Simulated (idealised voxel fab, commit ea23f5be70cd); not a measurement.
The process module presented herein is designated voxel capacitor over wiring.
The cross-section shown here is cut; it is 270 nm wide and divided into square cells measuring 5 nm on a side.
Cross-section format: a grid of square cells, given as bands from top to bottom; each band is one or more rows of cells. Band entry format. Leading values: height of top, height of bottom, nm. Remainder: materials in left-to-right order, each with its width in nm. Special words: "all across" on a single material, which then fills the band edge to edge; "empty", empty space. Heights are measured from 0, the level below which the as-received wafer is all one material; the lowest band has no bottom and continues downward, written as in "0..down". The width entry "30 to 40" should be interpreted row by row: the top row of cells in the band takes the first number, the bottom row takes the second number, and the change between adjacent rows is uniform throughout. Basically "same as before" means that step didn't change any cell in the cross-section. So "Closed internal cavities" is basically the list of trapped voids: any empty space of 8 cells or more that can't reach the top through an opening. They're written width x height at distance, the distance being from the left edge, and it's all nm. Past the settings on a step's line: simulator remark, on that step. "overlay nm" denotes, for a step that has a mask, the displacement of the mask to the right of its planned place, with negative values corresponding to the left.
Steps in the process plan
| 1 | RECEIVE (material Si) |
| 2 | CONFORMAL_DEP (material SiO2; thk nm 15) |
| 3 | CONFORMAL_DEP (material SiCN; thk nm 5) |
| 4 | DIRECTIONAL_DEP (material SiO2; thk nm 15) |
| 5 | DIRECTIONAL_DEP (material aC; thk nm 10) |
| 6 | PATTERN (tone open; mask id METAL_1; material resist; width nm 25; pitch nm 90; thk nm 25; overlay nm 0) |
| 7 | DIRECTIONAL_ETCH (etch materials aC; depth nm 10) |
| 8 | STRIP (etch materials resist) |
| 9 | DIRECTIONAL_ETCH (etch materials SiO2; depth nm 15) |
| 10 | DIRECTIONAL_ETCH (etch materials SiCN; depth nm 5) |
| 11 | STRIP (etch materials aC) |
| 12 | CONFORMAL_DEP (material TiN; thk nm 5) |
| 13 | FILL_DEP (material Ru; thk nm 5) |
| 14 | CMP (height nm 35) |
| 15 | CONFORMAL_DEP (material SiCN; thk nm 5) |
| 16 | DIRECTIONAL_DEP (material SiO2; thk nm 20) |
| 17 | MASKED_ETCH (tone open; mask id PLUG_1; width nm 15; etch materials SiO2; depth nm 20; overlay nm 0) |
| 18 | MASKED_ETCH (tone open; mask id PLUG_1; width nm 15; etch materials SiCN; depth nm 5; overlay nm 0) |
| 19 | CONFORMAL_DEP (material TiN; thk nm 5) |
| 20 | FILL_DEP (material Cu; thk nm 5) |
| 21 | CMP (height nm 60) |
| 22 | DIRECTIONAL_DEP (material TiN; thk nm 10) |
| 23 | DIRECTIONAL_DEP (material HfO2; thk nm 5) |
| 24 | DIRECTIONAL_DEP (material TiN; thk nm 5) |
| 25 | DIRECTIONAL_DEP (material aC; thk nm 10) |
| 26 | PATTERN (tone cover; mask id UPPER_PLATE; material resist; width nm 70; thk nm 25; overlay nm 0) |
| 27 | DIRECTIONAL_ETCH (etch materials aC; depth nm 10) |
| 28 | STRIP (etch materials resist) |
| 29 | DIRECTIONAL_ETCH (etch materials TiN; depth nm 5) |
| 30 | DIRECTIONAL_ETCH (etch materials HfO2; depth nm 5) |
| 31 | STRIP (etch materials aC) |
| 32 | DIRECTIONAL_DEP (material aC; thk nm 15) |
| 33 | PATTERN (tone cover; mask id LOWER_PLATE; material resist; width nm 80; thk nm 30; overlay nm 0) |
| 34 | DIRECTIONAL_ETCH (etch materials aC; depth nm 15) |
| 35 | STRIP (etch materials resist) |
| 36 | DIRECTIONAL_ETCH (etch materials TiN; depth nm 10) |
| 37 | STRIP (etch materials aC) |
| 38 | FILL_DEP (material SiO2; thk nm 20) |
| 39 | CMP (height nm 95) |
| 40 | MASKED_ETCH (tone open; mask id PLUG_2; width nm 15; etch materials SiO2; depth nm 15; overlay nm 0) |
| 41 | CONFORMAL_DEP (material TiN; thk nm 5) |
| 42 | FILL_DEP (material W; thk nm 5) |
| 43 | CMP (height nm 95) |
| 44 | CONFORMAL_DEP (material SiCN; thk nm 5) |
First of two wafers, with the run carried out as planned
The cross-section here shows the wafer as received, i.e. in its state after step 1
  0..down | Si all across
  Closed internal cavities: none
Once step 2 is through, the wafer looks like this in cross-section
  15..0 | SiO2 all across
  Below 0, the layers are the same as they were.
Once step 3 is through, the wafer looks like this in cross-section
  20..15 | SiCN all across
  Below 15, the layers are the same as they were.
Once step 4 is through, the wafer looks like this in cross-section
  35..20 | SiO2 all across
  Below 20, the layers are the same as they were.
Once step 5 is through, the wafer looks like this in cross-section
  45..35 | aC all across
  Below 35, the layers are the same as they were.
Once step 6 is through, the wafer looks like this in cross-section
  70..45 | 75 of resist | 25 of empty | 65 of resist | 25 of empty | 80 of resist
  Below 45, the layers are the same as they were.
Once step 7 is through, the wafer looks like this in cross-section
  60..45 | 75 of resist | 25 of empty | 65 of resist | 25 of empty | 80 of resist
  45..35 | 75 of aC | 25 of empty | 65 of aC | 25 of empty | 80 of aC
  Below 35, the layers are the same as they were.
Once step 8 is through, the wafer looks like this in cross-section
  45..35 | 75 of aC | 25 of empty | 65 of aC | 25 of empty | 80 of aC
  Below 35, the layers are the same as they were.
Once step 9 is through, the wafer looks like this in cross-section
  45..35 | 75 of aC | 25 of empty | 65 of aC | 25 of empty | 80 of aC
  35..20 | 75 of SiO2 | 25 of empty | 65 of SiO2 | 25 of empty | 80 of SiO2
  Below 20, the layers are the same as they were.
Once step 10 is through, the wafer looks like this in cross-section
  45..35 | 75 of aC | 25 of empty | 65 of aC | 25 of empty | 80 of aC
  35..20 | 75 of SiO2 | 25 of empty | 65 of SiO2 | 25 of empty | 80 of SiO2
  20..15 | 75 of SiCN | 25 of empty | 65 of SiCN | 25 of empty | 80 of SiCN
  Below 15, the layers are the same as they were.
Once step 11 is through, the wafer looks like this in cross-section
  35..20 | 75 of SiO2 | 25 of empty | 65 of SiO2 | 25 of empty | 80 of SiO2
  Below 20, the layers are the same as they were.
Once step 12 is through, the wafer looks like this in cross-section
  40..35 | 80 of TiN | 15 of empty | 75 of TiN | 15 of empty | 85 of TiN
  35..20 | 75 of SiO2 | 5 of TiN | 15 of empty | 5 of TiN | 65 of SiO2 | 5 of TiN | 15 of empty | 5 of TiN | 80 of SiO2
  20..15 | 75 of SiCN | 25 of TiN | 65 of SiCN | 25 of TiN | 80 of SiCN
  Below 15, the layers are the same as they were.
Once step 13 is through, the wafer looks like this in cross-section
  45..40 | Ru all across
  40..35 | 80 of TiN | 15 of Ru | 75 of TiN | 15 of Ru | 85 of TiN
  35..20 | 75 of SiO2 | 5 of TiN | 15 of Ru | 5 of TiN | 65 of SiO2 | 5 of TiN | 15 of Ru | 5 of TiN | 80 of SiO2
  Below 20, the layers are the same as they were.
Once step 14 is through, the wafer looks like this in cross-section
  35..20 | 75 of SiO2 | 5 of TiN | 15 of Ru | 5 of TiN | 65 of SiO2 | 5 of TiN | 15 of Ru | 5 of TiN | 80 of SiO2
  Below 20, the layers are the same as they were.
Once step 15 is through, the wafer looks like this in cross-section
  40..35 | SiCN all across
  Below 35, the layers are the same as they were.
Once step 16 is through, the wafer looks like this in cross-section
  60..40 | SiO2 all across
  Below 40, the layers are the same as they were.
Once step 17 is through, the wafer looks like this in cross-section
  60..40 | 85 of SiO2 | 15 of empty | 170 of SiO2
  Below 40, the layers are the same as they were.
Once step 18 is through, the wafer looks like this in cross-section
  60..40 | 85 of SiO2 | 15 of empty | 170 of SiO2
  40..35 | 85 of SiCN | 15 of empty | 170 of SiCN
  Below 35, the layers are the same as they were.
Once step 19 is through, the wafer looks like this in cross-section
  65..60 | 90 of TiN | 5 of empty | 175 of TiN
  60..40 | 85 of SiO2 | 5 of TiN | 5 of empty | 5 of TiN | 170 of SiO2
  40..35 | 85 of SiCN | 15 of TiN | 170 of SiCN
  Below 35, the layers are the same as they were.
Once step 20 is through, the wafer looks like this in cross-section
  70..65 | Cu all across
  65..60 | 90 of TiN | 5 of Cu | 175 of TiN
  60..40 | 85 of SiO2 | 5 of TiN | 5 of Cu | 5 of TiN | 170 of SiO2
  Below 40, the layers are the same as they were.
Once step 21 is through, the wafer looks like this in cross-section
  60..40 | 85 of SiO2 | 5 of TiN | 5 of Cu | 5 of TiN | 170 of SiO2
  Below 40, the layers are the same as they were.
Once step 22 is through, the wafer looks like this in cross-section
  70..60 | TiN all across
  Below 60, the layers are the same as they were.
Once step 23 is through, the wafer looks like this in cross-section
  75..70 | HfO2 all across
  Below 70, the layers are the same as they were.
Once step 24 is through, the wafer looks like this in cross-section
  80..75 | TiN all across
  Below 75, the layers are the same as they were.
Once step 25 is through, the wafer looks like this in cross-section
  90..80 | aC all across
  Below 80, the layers are the same as they were.
Once step 26 is through, the wafer looks like this in cross-section
  115..90 | 85 of empty | 70 of resist | 115 of empty
  Below 90, the layers are the same as they were.
Once step 27 is through, the wafer looks like this in cross-section
  105..90 | 85 of empty | 70 of resist | 115 of empty
  90..80 | 85 of empty | 70 of aC | 115 of empty
  Below 80, the layers are the same as they were.
Once step 28 is through, the wafer looks like this in cross-section
  90..80 | 85 of empty | 70 of aC | 115 of empty
  Below 80, the layers are the same as they were.
Once step 29 is through, the wafer looks like this in cross-section
  90..80 | 85 of empty | 70 of aC | 115 of empty
  80..75 | 85 of empty | 70 of TiN | 115 of empty
  Below 75, the layers are the same as they were.
Once step 30 is through, the wafer looks like this in cross-section
  90..80 | 85 of empty | 70 of aC | 115 of empty
  80..75 | 85 of empty | 70 of TiN | 115 of empty
  75..70 | 85 of empty | 70 of HfO2 | 115 of empty
  Below 70, the layers are the same as they were.
Once step 31 is through, the wafer looks like this in cross-section
  80..75 | 85 of empty | 70 of TiN | 115 of empty
  Below 75, the layers are the same as they were.
Once step 32 is through, the wafer looks like this in cross-section
  95..85 | 85 of empty | 70 of aC | 115 of empty
  85..80 | aC all across
  80..75 | 85 of aC | 70 of TiN | 115 of aC
  75..70 | 85 of aC | 70 of HfO2 | 115 of aC
  Below 70, the layers are the same as they were.
Once step 33 is through, the wafer looks like this in cross-section
  125..95 | 80 of empty | 80 of resist | 110 of empty
  95..85 | 80 of empty | 5 of resist | 70 of aC | 5 of resist | 110 of empty
  Below 85, the layers are the same as they were.
Once step 34 is through, the wafer looks like this in cross-section
  110..95 | 80 of empty | 80 of resist | 110 of empty
  95..85 | 80 of empty | 5 of resist | 70 of aC | 5 of resist | 110 of empty
  85..80 | 80 of empty | 80 of aC | 110 of empty
  80..75 | 80 of empty | 5 of aC | 70 of TiN | 5 of aC | 110 of empty
  75..70 | 80 of empty | 5 of aC | 70 of HfO2 | 5 of aC | 110 of empty
  Below 70, the layers are the same as they were.
Once step 35 is through, the wafer looks like this in cross-section
  95..85 | 85 of empty | 70 of aC | 115 of empty
  Below 85, the layers are the same as they were.
Once step 36 is through, the wafer looks like this in cross-section
  95..85 | 85 of empty | 70 of aC | 115 of empty
  85..80 | 80 of empty | 80 of aC | 110 of empty
  80..75 | 80 of empty | 5 of aC | 70 of TiN | 5 of aC | 110 of empty
  75..70 | 80 of empty | 5 of aC | 70 of HfO2 | 5 of aC | 110 of empty
  70..60 | 80 of empty | 80 of TiN | 110 of empty
  Below 60, the layers are the same as they were.
Once step 37 is through, the wafer looks like this in cross-section
  80..75 | 85 of empty | 70 of TiN | 115 of empty
  75..70 | 85 of empty | 70 of HfO2 | 115 of empty
  Below 70, the layers are the same as they were.
Once step 38 is through, the wafer looks like this in cross-section
  100..80 | SiO2 all across
  80..75 | 85 of SiO2 | 70 of TiN | 115 of SiO2
  75..70 | 85 of SiO2 | 70 of HfO2 | 115 of SiO2
  70..60 | 80 of SiO2 | 80 of TiN | 110 of SiO2
  Below 60, the layers are the same as they were.
Once step 39 is through, the wafer looks like this in cross-section
  95..80 | SiO2 all across
  Below 80, the layers are the same as they were.
Once step 40 is through, the wafer looks like this in cross-section
  95..80 | 95 of SiO2 | 15 of empty | 160 of SiO2
  Below 80, the layers are the same as they were.
Once step 41 is through, the wafer looks like this in cross-section
  100..95 | 100 of TiN | 5 of empty | 165 of TiN
  95..85 | 95 of SiO2 | 5 of TiN | 5 of empty | 5 of TiN | 160 of SiO2
  85..75 | 95 to 85 of SiO2 | 15 to 70 of TiN | 160 to 115 of SiO2
  Below 75, the layers are the same as they were.
Once step 42 is through, the wafer looks like this in cross-section
  105..100 | W all across
  100..95 | 100 of TiN | 5 of W | 165 of TiN
  95..85 | 95 of SiO2 | 5 of TiN | 5 of W | 5 of TiN | 160 of SiO2
  Below 85, the layers are the same as they were.
Once step 43 is through, the wafer looks like this in cross-section
  95..85 | 95 of SiO2 | 5 of TiN | 5 of W | 5 of TiN | 160 of SiO2
  Below 85, the layers are the same as they were.
Once step 44 is through, the wafer looks like this in cross-section
  100..95 | SiCN all across
  Below 95, the layers are the same as they were.
Regarding the second of the two wafers: it shared the first wafer's starting condition and process plan, yet one error occurred during its execution. Its history coincides with that of the first wafer up to and including step 1
Second wafer, cut view, end of step 2 per plan
  5..0 | SiCN all across
  Below 0, the layers are the same as they were.
Second wafer, cut view, end of step 3 per plan
  20..5 | SiO2 all across
  Below 5, the layers are the same as they were.
Second wafer, cut view, end of step 4 per plan
  35..5 | SiO2 all across
  Below 5, the layers are the same as they were.
Second wafer, cut view, end of step 5 per plan
  45..35 | aC all across
  Below 35, the layers are the same as they were.
Second wafer, cut view, end of step 6 per plan
  70..45 | 75 of resist | 25 of empty | 65 of resist | 25 of empty | 80 of resist
  Below 45, the layers are the same as they were.
Second wafer, cut view, end of step 7 per plan
  60..45 | 75 of resist | 25 of empty | 65 of resist | 25 of empty | 80 of resist
  45..35 | 75 of aC | 25 of empty | 65 of aC | 25 of empty | 80 of aC
  Below 35, the layers are the same as they were.
Second wafer, cut view, end of step 8 per plan
  45..35 | 75 of aC | 25 of empty | 65 of aC | 25 of empty | 80 of aC
  Below 35, the layers are the same as they were.
Second wafer, cut view, end of step 9 per plan
  45..35 | 75 of aC | 25 of empty | 65 of aC | 25 of empty | 80 of aC
  35..20 | 75 of SiO2 | 25 of empty | 65 of SiO2 | 25 of empty | 80 of SiO2
  Below 20, the layers are the same as they were.
Second wafer, cut view, end of step 10 per plan: same as before
Second wafer, cut view, end of step 11 per plan
  35..20 | 75 of SiO2 | 25 of empty | 65 of SiO2 | 25 of empty | 80 of SiO2
  Below 20, the layers are the same as they were.
Second wafer, cut view, end of step 12 per plan
  40..35 | 80 of TiN | 15 of empty | 75 of TiN | 15 of empty | 85 of TiN
  35..25 | 75 of SiO2 | 5 of TiN | 15 of empty | 5 of TiN | 65 of SiO2 | 5 of TiN | 15 of empty | 5 of TiN | 80 of SiO2
  25..20 | 75 of SiO2 | 25 of TiN | 65 of SiO2 | 25 of TiN | 80 of SiO2
  Below 20, the layers are the same as they were.
Second wafer, cut view, end of step 13 per plan
  45..40 | Ru all across
  40..35 | 80 of TiN | 15 of Ru | 75 of TiN | 15 of Ru | 85 of TiN
  35..25 | 75 of SiO2 | 5 of TiN | 15 of Ru | 5 of TiN | 65 of SiO2 | 5 of TiN | 15 of Ru | 5 of TiN | 80 of SiO2
  Below 25, the layers are the same as they were.
Second wafer, cut view, end of step 14 per plan
  35..25 | 75 of SiO2 | 5 of TiN | 15 of Ru | 5 of TiN | 65 of SiO2 | 5 of TiN | 15 of Ru | 5 of TiN | 80 of SiO2
  Below 25, the layers are the same as they were.
Second wafer, cut view, end of step 15 per plan
  40..35 | SiCN all across
  Below 35, the layers are the same as they were.
Second wafer, cut view, end of step 16 per plan
  60..40 | SiO2 all across
  Below 40, the layers are the same as they were.
Second wafer, cut view, end of step 17 per plan
  60..40 | 85 of SiO2 | 15 of empty | 170 of SiO2
  Below 40, the layers are the same as they were.
Second wafer, cut view, end of step 18 per plan
  60..40 | 85 of SiO2 | 15 of empty | 170 of SiO2
  40..35 | 85 of SiCN | 15 of empty | 170 of SiCN
  Below 35, the layers are the same as they were.
Second wafer, cut view, end of step 19 per plan
  65..60 | 90 of TiN | 5 of empty | 175 of TiN
  60..40 | 85 of SiO2 | 5 of TiN | 5 of empty | 5 of TiN | 170 of SiO2
  40..35 | 85 of SiCN | 15 of TiN | 170 of SiCN
  Below 35, the layers are the same as they were.
Second wafer, cut view, end of step 20 per plan
  70..65 | Cu all across
  65..60 | 90 of TiN | 5 of Cu | 175 of TiN
  60..40 | 85 of SiO2 | 5 of TiN | 5 of Cu | 5 of TiN | 170 of SiO2
  Below 40, the layers are the same as they were.
Second wafer, cut view, end of step 21 per plan
  60..40 | 85 of SiO2 | 5 of TiN | 5 of Cu | 5 of TiN | 170 of SiO2
  Below 40, the layers are the same as they were.
Second wafer, cut view, end of step 22 per plan
  70..60 | TiN all across
  Below 60, the layers are the same as they were.
Second wafer, cut view, end of step 23 per plan
  75..70 | HfO2 all across
  Below 70, the layers are the same as they were.
Second wafer, cut view, end of step 24 per plan
  80..75 | TiN all across
  Below 75, the layers are the same as they were.
Second wafer, cut view, end of step 25 per plan
  90..80 | aC all across
  Below 80, the layers are the same as they were.
Second wafer, cut view, end of step 26 per plan
  115..90 | 85 of empty | 70 of resist | 115 of empty
  Below 90, the layers are the same as they were.
Second wafer, cut view, end of step 27 per plan
  105..90 | 85 of empty | 70 of resist | 115 of empty
  90..80 | 85 of empty | 70 of aC | 115 of empty
  Below 80, the layers are the same as they were.
Second wafer, cut view, end of step 28 per plan
  90..80 | 85 of empty | 70 of aC | 115 of empty
  Below 80, the layers are the same as they were.
Second wafer, cut view, end of step 29 per plan
  90..80 | 85 of empty | 70 of aC | 115 of empty
  80..75 | 85 of empty | 70 of TiN | 115 of empty
  Below 75, the layers are the same as they were.
Second wafer, cut view, end of step 30 per plan
  90..80 | 85 of empty | 70 of aC | 115 of empty
  80..75 | 85 of empty | 70 of TiN | 115 of empty
  75..70 | 85 of empty | 70 of HfO2 | 115 of empty
  Below 70, the layers are the same as they were.
Second wafer, cut view, end of step 31 per plan
  80..75 | 85 of empty | 70 of TiN | 115 of empty
  Below 75, the layers are the same as they were.
Second wafer, cut view, end of step 32 per plan
  95..85 | 85 of empty | 70 of aC | 115 of empty
  85..80 | aC all across
  80..75 | 85 of aC | 70 of TiN | 115 of aC
  75..70 | 85 of aC | 70 of HfO2 | 115 of aC
  Below 70, the layers are the same as they were.
Second wafer, cut view, end of step 33 per plan
  125..95 | 80 of empty | 80 of resist | 110 of empty
  95..85 | 80 of empty | 5 of resist | 70 of aC | 5 of resist | 110 of empty
  Below 85, the layers are the same as they were.
Second wafer, cut view, end of step 34 per plan
  110..95 | 80 of empty | 80 of resist | 110 of empty
  95..85 | 80 of empty | 5 of resist | 70 of aC | 5 of resist | 110 of empty
  85..80 | 80 of empty | 80 of aC | 110 of empty
  80..75 | 80 of empty | 5 of aC | 70 of TiN | 5 of aC | 110 of empty
  75..70 | 80 of empty | 5 of aC | 70 of HfO2 | 5 of aC | 110 of empty
  Below 70, the layers are the same as they were.
Second wafer, cut view, end of step 35 per plan
  95..85 | 85 of empty | 70 of aC | 115 of empty
  Below 85, the layers are the same as they were.
Second wafer, cut view, end of step 36 per plan
  95..85 | 85 of empty | 70 of aC | 115 of empty
  85..80 | 80 of empty | 80 of aC | 110 of empty
  80..75 | 80 of empty | 5 of aC | 70 of TiN | 5 of aC | 110 of empty
  75..70 | 80 of empty | 5 of aC | 70 of HfO2 | 5 of aC | 110 of empty
  70..60 | 80 of empty | 80 of TiN | 110 of empty
  Below 60, the layers are the same as they were.
Second wafer, cut view, end of step 37 per plan
  80..75 | 85 of empty | 70 of TiN | 115 of empty
  75..70 | 85 of empty | 70 of HfO2 | 115 of empty
  Below 70, the layers are the same as they were.
Second wafer, cut view, end of step 38 per plan
  100..80 | SiO2 all across
  80..75 | 85 of SiO2 | 70 of TiN | 115 of SiO2
  75..70 | 85 of SiO2 | 70 of HfO2 | 115 of SiO2
  70..60 | 80 of SiO2 | 80 of TiN | 110 of SiO2
  Below 60, the layers are the same as they were.
Second wafer, cut view, end of step 39 per plan
  95..80 | SiO2 all across
  Below 80, the layers are the same as they were.
Second wafer, cut view, end of step 40 per plan
  95..80 | 95 of SiO2 | 15 of empty | 160 of SiO2
  Below 80, the layers are the same as they were.
Second wafer, cut view, end of step 41 per plan
  100..95 | 100 of TiN | 5 of empty | 165 of TiN
  95..85 | 95 of SiO2 | 5 of TiN | 5 of empty | 5 of TiN | 160 of SiO2
  85..75 | 95 to 85 of SiO2 | 15 to 70 of TiN | 160 to 115 of SiO2
  Below 75, the layers are the same as they were.
Second wafer, cut view, end of step 42 per plan
  105..100 | W all across
  100..95 | 100 of TiN | 5 of W | 165 of TiN
  95..85 | 95 of SiO2 | 5 of TiN | 5 of W | 5 of TiN | 160 of SiO2
  Below 85, the layers are the same as they were.
Second wafer, cut view, end of step 43 per plan
  95..85 | 95 of SiO2 | 5 of TiN | 5 of W | 5 of TiN | 160 of SiO2
  Below 85, the layers are the same as they were.
Second wafer, cut view, end of step 44 per plan
  100..95 | SiCN all across
  Below 95, the layers are the same as they were.
Against the plan, the run slipped here: steps 2 and 3 traded places in the executed sequence
Per the end-of-run cell counts, the second wafer holds more or fewer of some materials than the first: -6 Ru; +10 SiCN; -4 TiN
